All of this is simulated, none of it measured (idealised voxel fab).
Module name: voxel fin reveal (process module)
Each square cell in cross-section cut measures 5 nm, and the section as a whole is 205 nm wide.
Throughout this document, each cross-section is represented as a grid of square cells and is presented as a sequence of bands enumerated from the top downward, where a band comprises one or more rows of cells. First you get the band's top height and its bottom height, in nm, and then the materials it's made of, left to right, with each width in nm. If you see a single material with "full width", that one covers the band edge to edge. "air" is empty space. Basically, 0 is our baseline, since under it the wafer straight out of the box is all one material. The bottom band has no lower end and keeps on going down, so it looks like "from 0 down". It should be noted that a width expressed as "30 to 40" varies in equal increments from row to row of cells within the band, taking the value of the first number at the top row and that of the second number at the bottom row. No cell of the cross-section changed in a step that is given as "remained unchanged". Entry "Unvented voids" = empty spaces >= 8 cells with no open way to the top; each as width x height at distance, distance from left edge, all nm. What comes after the settings on a step's line is commentary from the simulator itself on that step. You can add "overlay nm" to a step's line. For a step with a mask, it describes how far the mask lay to the right of its planned position, and a negative number describes a lay to the left.
# Process steps foreseen in the plan
1,RECEIVE: material Si
2,CONFORMAL_DEP: material SiN, thk nm 10
3,DIRECTIONAL_DEP: material aC, thk nm 10
4,PATTERN: tone cover, mask id FINS, material resist, width nm 15, pitch nm 35, thk nm 30, overlay nm 0
5,DIRECTIONAL_ETCH: etch materials aC, depth nm 10
6,STRIP: etch materials resist
7,DIRECTIONAL_ETCH: etch materials SiN, depth nm 10
8,DIRECTIONAL_ETCH: etch materials Si, depth nm 35
9,STRIP: etch materials aC
10,FILL_DEP: material SiO2, thk nm 5
11,CMP: height nm 10
12,SELECTIVE_ETCH: etch materials SiO2, depth nm 20
13,STRIP: etch materials SiN
14,CONFORMAL_DEP: material HfO2, thk nm 5
# Run as planned: first of two wafers
# So this is the incoming wafer in cross-section - it's already been through step 1
from 0 down: Si full width
Unvented voids: none
# You're looking at a cross-section of the wafer after step 2
from 10 to 0: SiN full width
Anything lower than 0 is untouched.
# You're looking at a cross-section of the wafer after step 3
from 20 to 10: aC full width
Anything lower than 10 is untouched.
# You're looking at a cross-section of the wafer after step 4
from 50 to 20: 60 of air; 15 of resist; 20 of air; 15 of resist; 20 of air; 15 of resist; 60 of air
Anything lower than 20 is untouched.
# You're looking at a cross-section of the wafer after step 5
from 40 to 20: 60 of air; 15 of resist; 20 of air; 15 of resist; 20 of air; 15 of resist; 60 of air
from 20 to 10: 60 of air; 15 of aC; 20 of air; 15 of aC; 20 of air; 15 of aC; 60 of air
Anything lower than 10 is untouched.
# You're looking at a cross-section of the wafer after step 6
from 20 to 10: 60 of air; 15 of aC; 20 of air; 15 of aC; 20 of air; 15 of aC; 60 of air
Anything lower than 10 is untouched.
# You're looking at a cross-section of the wafer after step 7
from 20 to 10: 60 of air; 15 of aC; 20 of air; 15 of aC; 20 of air; 15 of aC; 60 of air
from 10 to 0: 60 of air; 15 of SiN; 20 of air; 15 of SiN; 20 of air; 15 of SiN; 60 of air
Anything lower than 0 is untouched.
# You're looking at a cross-section of the wafer after step 8
from 20 to 10: 60 of air; 15 of aC; 20 of air; 15 of aC; 20 of air; 15 of aC; 60 of air
from 10 to 0: 60 of air; 15 of SiN; 20 of air; 15 of SiN; 20 of air; 15 of SiN; 60 of air
from 0 to -35: 60 of air; 15 of Si; 20 of air; 15 of Si; 20 of air; 15 of Si; 60 of air
Anything lower than -35 is untouched.
# You're looking at a cross-section of the wafer after step 9
from 10 to 0: 60 of air; 15 of SiN; 20 of air; 15 of SiN; 20 of air; 15 of SiN; 60 of air
Anything lower than 0 is untouched.
# You're looking at a cross-section of the wafer after step 10
from 15 to 10: SiO2 full width
from 10 to 0: 60 of SiO2; 15 of SiN; 20 of SiO2; 15 of SiN; 20 of SiO2; 15 of SiN; 60 of SiO2
from 0 to -35: 60 of SiO2; 15 of Si; 20 of SiO2; 15 of Si; 20 of SiO2; 15 of Si; 60 of SiO2
Anything lower than -35 is untouched.
# You're looking at a cross-section of the wafer after step 11
from 10 to 0: 60 of SiO2; 15 of SiN; 20 of SiO2; 15 of SiN; 20 of SiO2; 15 of SiN; 60 of SiO2
Anything lower than 0 is untouched.
# You're looking at a cross-section of the wafer after step 12
from 10 to 0: 60 of air; 15 of SiN; 20 of air; 15 of SiN; 20 of air; 15 of SiN; 60 of air
from 0 to -10: 60 of air; 15 of Si; 20 of air; 15 of Si; 20 of air; 15 of Si; 60 of air
Anything lower than -10 is untouched.
# You're looking at a cross-section of the wafer after step 13
from 0 to -10: 60 of air; 15 of Si; 20 of air; 15 of Si; 20 of air; 15 of Si; 60 of air
Anything lower than -10 is untouched.
# You're looking at a cross-section of the wafer after step 14
from 5 to 0: 55 of air; 25 of HfO2; 10 of air; 25 of HfO2; 10 of air; 25 of HfO2; 55 of air
from 0 to -5: 55 of air; 5 of HfO2; 15 of Si; 5 of HfO2; 10 of air; 5 of HfO2; 15 of Si; 5 of HfO2; 10 of air; 5 of HfO2; 15 of Si; 5 of HfO2; 55 of air
from -5 to -10: 60 of HfO2; 15 of Si; 20 of HfO2; 15 of Si; 20 of HfO2; 15 of Si; 60 of HfO2
Anything lower than -10 is untouched.
# It is to be noted that the second wafer proceeded from the same initial state and according to the same plan as the first, although one mistake was committed in its execution; through step 11, inclusive, the two wafers share an identical history
# Cross-section, second wafer, at the end time the plan gives for step 12
from 10 to 0: 60 of SiO2; 15 of air; 20 of SiO2; 15 of air; 20 of SiO2; 15 of air; 60 of SiO2
Anything lower than 0 is untouched.
# Cross-section, second wafer, at the end time the plan gives for step 13
from 0 to -10: 60 of air; 15 of Si; 20 of air; 15 of Si; 20 of air; 15 of Si; 60 of air
from -10 to -20: 40 of SiO2; 20 of air; 15 of Si; 20 of air; 15 of Si; 20 of air; 15 of Si; 20 of air; 40 of SiO2
Anything lower than -20 is untouched.
# Cross-section, second wafer, at the end time the plan gives for step 14
from 5 to 0: 55 of air; 25 of HfO2; 10 of air; 25 of HfO2; 10 of air; 25 of HfO2; 55 of air
from 0 to -5: 55 of air; 5 of HfO2; 15 of Si; 5 of HfO2; 10 of air; 5 of HfO2; 15 of Si; 5 of HfO2; 10 of air; 5 of HfO2; 15 of Si; 5 of HfO2; 55 of air
from -5 to -10: 45 of HfO2; 10 of air; 5 of HfO2; 15 of Si; 5 of HfO2; 10 of air; 5 of HfO2; 15 of Si; 5 of HfO2; 10 of air; 5 of HfO2; 15 of Si; 5 of HfO2; 10 of air; 45 of HfO2
from -10 to -15: 40 of SiO2; 5 of HfO2; 10 of air; 5 of HfO2; 15 of Si; 5 of HfO2; 10 of air; 5 of HfO2; 15 of Si; 5 of HfO2; 10 of air; 5 of HfO2; 15 of Si; 5 of HfO2; 10 of air; 5 of HfO2; 40 of SiO2
from -15 to -20: 40 of SiO2; 20 of HfO2; 15 of Si; 20 of HfO2; 15 of Si; 20 of HfO2; 15 of Si; 20 of HfO2; 40 of SiO2
Anything lower than -20 is untouched.
Heads up, the wafer didn't run the way we planned it: transposition of steps 12 and 13 relative to the planned sequence
Final wafer comparison in cells, second versus first, more or fewer per material: 16 more of HfO2 | 32 fewer of SiO2
